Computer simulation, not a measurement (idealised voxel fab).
process module | voxel air gaps
cross-section cut | 185 nm wide | cells 5 nm
A cross-section is a grid of square cells, given in bands from the top down. A band is one or more rows of cells.
Each band's line starts with the height of the band's top and of its bottom, in nm. Then come its materials from left to right, each with its width in nm. One material with "throughout" fills the band from edge to edge. "air" is empty space.
Height 0 is the level under which the wafer as received is all one material. The lowest band goes on downwards, as in "0 down".
A width such as "30 to 40" changes by the same amount from each row of cells to the next, from the band's top row to its bottom row.
"no change" after a step means that no cell of the cross-section changed.
closed voids: empty space of 8 cells or more with no open way to the top, each as width x height at its distance from the left edge, in nm
after a step's settings: what the simulator itself notes on the step
overlay nm, on a step with a mask: how far to the right of its planned place the mask lay; to the left if negative
plan
1 op RECEIVE | material Si
2 op CONFORMAL_DEP | material SiO2 | thk nm 10
3 op CONFORMAL_DEP | material SiCN | thk nm 5
4 op DIRECTIONAL_DEP | material SiO2 | thk nm 30
5 op PATTERN | tone open | mask id LINES | material resist | width nm 20 | pitch nm 50 | thk nm 20 | overlay nm 0
6 op DIRECTIONAL_ETCH | etch materials SiO2 | depth nm 30
7 op STRIP | etch materials resist
8 op CONFORMAL_DEP | material TiN | thk nm 5
9 op FILL_DEP | material Cu | thk nm 5
10 op CMP | height nm 45
11 op EPI | material Ru | thk nm 10
12 op SELECTIVE_ETCH | etch materials SiO2 | depth nm 40
13 op CONFORMAL_DEP | material SiCN | thk nm 5
first wafer, as planned
as received, after step 1
  0 down: Si throughout
  closed voids: none
after step 2
  10 to 0: SiO2 throughout
  below 0: unchanged
after step 3
  15 to 10: SiCN throughout
  below 10: unchanged
after step 4
  45 to 15: SiO2 throughout
  below 15: unchanged
after step 5
  65 to 45: resist 30 | air 20 | resist 30 | air 20 | resist 30 | air 20 | resist 35
  below 45: unchanged
after step 6
  65 to 45: resist 30 | air 20 | resist 30 | air 20 | resist 30 | air 20 | resist 35
  45 to 15: SiO2 30 | air 20 | SiO2 30 | air 20 | SiO2 30 | air 20 | SiO2 35
  below 15: unchanged
after step 7
  45 to 15: SiO2 30 | air 20 | SiO2 30 | air 20 | SiO2 30 | air 20 | SiO2 35
  below 15: unchanged
after step 8
  50 to 45: TiN 35 | air 10 | TiN 40 | air 10 | TiN 40 | air 10 | TiN 40
  45 to 20: SiO2 30 | TiN 5 | air 10 | TiN 5 | SiO2 30 | TiN 5 | air 10 | TiN 5 | SiO2 30 | TiN 5 | air 10 | TiN 5 | SiO2 35
  20 to 15: SiO2 30 | TiN 20 | SiO2 30 | TiN 20 | SiO2 30 | TiN 20 | SiO2 35
  below 15: unchanged
after step 9
  55 to 50: Cu throughout
  50 to 45: TiN 35 | Cu 10 | TiN 40 | Cu 10 | TiN 40 | Cu 10 | TiN 40
  45 to 20: SiO2 30 | TiN 5 | Cu 10 | TiN 5 | SiO2 30 | TiN 5 | Cu 10 | TiN 5 | SiO2 30 | TiN 5 | Cu 10 | TiN 5 | SiO2 35
  below 20: unchanged
after step 10
  45 to 20: SiO2 30 | TiN 5 | Cu 10 | TiN 5 | SiO2 30 | TiN 5 | Cu 10 | TiN 5 | SiO2 30 | TiN 5 | Cu 10 | TiN 5 | SiO2 35
  below 20: unchanged
after step 11
  55 to 45: air 20 | Ru 40 | air 10 | Ru 40 | air 10 | Ru 40 | air 25
  below 45: unchanged
after step 12
  55 to 45: air 20 | Ru 40 | air 10 | Ru 40 | air 10 | Ru 40 | air 25
  45 to 20: air 30 | TiN 5 | Cu 10 | TiN 5 | air 30 | TiN 5 | Cu 10 | TiN 5 | air 30 | TiN 5 | Cu 10 | TiN 5 | air 35
  20 to 15: air 30 | TiN 20 | air 30 | TiN 20 | air 30 | TiN 20 | air 35
  below 15: unchanged
after step 13
  60 to 55: air 15 | SiCN 150 | air 20
  55 to 45: air 15 | SiCN 5 | Ru 40 | SiCN 10 | Ru 40 | SiCN 10 | Ru 40 | SiCN 5 | air 20
  45 to 40: air 15 | SiCN 15 | TiN 5 | Cu 10 | TiN 5 | SiCN 30 | TiN 5 | Cu 10 | TiN 5 | SiCN 30 | TiN 5 | Cu 10 | TiN 5 | SiCN 15 | air 20
  40 to 20: air 25 | SiCN 5 | TiN 5 | Cu 10 | TiN 5 | SiCN 5 | air 20 | SiCN 5 | TiN 5 | Cu 10 | TiN 5 | SiCN 5 | air 20 | SiCN 5 | TiN 5 | Cu 10 | TiN 5 | SiCN 5 | air 30
  20 to 15: SiCN 30 | TiN 20 | SiCN 30 | TiN 20 | SiCN 30 | TiN 20 | SiCN 35
  below 15: unchanged
  closed voids: 20 x 20 at 55; 20 x 20 at 105
second wafer: like start, like plan, one mistake. Through step 9 it matches the first wafer
when step 10 should have ended
  40 to 20: SiO2 30 | TiN 5 | Cu 10 | TiN 5 | SiO2 30 | TiN 5 | Cu 10 | TiN 5 | SiO2 30 | TiN 5 | Cu 10 | TiN 5 | SiO2 35
  below 20: unchanged
when step 11 should have ended
  50 to 40: air 20 | Ru 40 | air 10 | Ru 40 | air 10 | Ru 40 | air 25
  below 40: unchanged
when step 12 should have ended
  50 to 40: air 20 | Ru 40 | air 10 | Ru 40 | air 10 | Ru 40 | air 25
  40 to 20: air 30 | TiN 5 | Cu 10 | TiN 5 | air 30 | TiN 5 | Cu 10 | TiN 5 | air 30 | TiN 5 | Cu 10 | TiN 5 | air 35
  20 to 15: air 30 | TiN 20 | air 30 | TiN 20 | air 30 | TiN 20 | air 35
  below 15: unchanged
when step 13 should have ended
  55 to 50: air 15 | SiCN 150 | air 20
  50 to 40: air 15 | SiCN 5 | Ru 40 | SiCN 10 | Ru 40 | SiCN 10 | Ru 40 | SiCN 5 | air 20
  40 to 35: air 15 | SiCN 15 | TiN 5 | Cu 10 | TiN 5 | SiCN 30 | TiN 5 | Cu 10 | TiN 5 | SiCN 30 | TiN 5 | Cu 10 | TiN 5 | SiCN 15 | air 20
  35 to 20: air 25 | SiCN 5 | TiN 5 | Cu 10 | TiN 5 | SiCN 5 | air 20 | SiCN 5 | TiN 5 | Cu 10 | TiN 5 | SiCN 5 | air 20 | SiCN 5 | TiN 5 | Cu 10 | TiN 5 | SiCN 5 | air 30
  20 to 15: SiCN 30 | TiN 20 | SiCN 30 | TiN 20 | SiCN 30 | TiN 20 | SiCN 35
  below 15: unchanged
  closed voids: 20 x 15 at 55; 20 x 15 at 105
what went wrong: step 10 ran as: op CMP | height nm 40
at the end the second wafer has, in cells: 6 fewer of Cu | 6 fewer of SiCN | 6 fewer of TiN
